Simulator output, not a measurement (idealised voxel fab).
The following process module bears the name voxel trench capacitor.
Cross-sectional view cut (width: 285 nm; square cell size: 5 nm).
When this document writes out a cross-section, it uses a grid of square cells and lists it as bands, beginning at the top and moving down, with a band standing for one or more rows of cells. Top height, bottom height, nm. Materials left to right, width each, nm. Single material + "throughout" = fills band edge to edge. "air" = empty. For the purposes of this specification, 0 denotes the height below which the wafer in its as-received condition is composed wholly of one material, and the lowermost band, lacking a lower limit, extends downward without end, as expressed in "0..down". It should be noted that a width expressed as "30->40" varies in equal increments from row to row of cells within the band, taking the value of the first number at the top row and that of the second number at the bottom row. "no modifications" means the step left every cell of the cross-section as it was. The entry titled "Closed internal voids" provides the empty spaces that have no open way to the top, restricted to those of 8 cells or more. Each is presented as width x height at distance, the distance being measured from the left edge, with all three in nm. Step line, after settings: the simulator's comment on this step. overlay nm: for a step with a mask, the amount by which the mask lay right of where it was planned; a negative amount means left of it.

## Below is the list of planned process steps
| 1 | RECEIVE [material Si] |
| 2 | CONFORMAL_DEP [material SiN] [thk nm 10] |
| 3 | PATTERN [tone open] [mask id TRENCH] [material resist] [width nm 20] [pitch nm 50] [thk nm 15] [overlay nm 0] |
| 4 | DIRECTIONAL_ETCH [etch materials SiN] [depth nm 10] |
| 5 | DIRECTIONAL_ETCH [etch materials Si] [depth nm 35] |
| 6 | STRIP [etch materials resist] |
| 7 | CONFORMAL_DEP [material SiO2] [thk nm 5] |
| 8 | FILL_DEP [material polySi] [thk nm 5] |
| 9 | CMP [height nm 10] |

## As-received wafer cross-section (after step 1)
	0..down: Si throughout
	Closed internal voids: none

## Sectioned view, first of two wafers, at the close of the module, processed as intended in the plan
	10..0: 105 nm SiN, 5 nm SiO2, 10 nm polySi, 5 nm SiO2, 30 nm SiN, 5 nm SiO2, 10 nm polySi, 5 nm SiO2, 110 nm SiN
	0..-30: 105 nm Si, 5 nm SiO2, 10 nm polySi, 5 nm SiO2, 30 nm Si, 5 nm SiO2, 10 nm polySi, 5 nm SiO2, 110 nm Si
	-30..-35: 105 nm Si, 20 nm SiO2, 30 nm Si, 20 nm SiO2, 110 nm Si
	-35..down: Si throughout
	Closed internal voids: none

## This is the second of the two wafers, cross-sectioned at the end of the module; it started exactly like the first and was given the same plan, but it was run with one mistake
	10..0: SiO2 throughout
	0..down: Si throughout
	Closed internal voids: none
Which mistake was made when the wafer was run? step 2 was processed under conditions differing from the plan, specifically as CONFORMAL_DEP [material SiO2] [thk nm 10]
at the end the second wafer has, in cells: 56 more of Si | 98 fewer of SiN | 74 more of SiO2 | 32 fewer of polySi
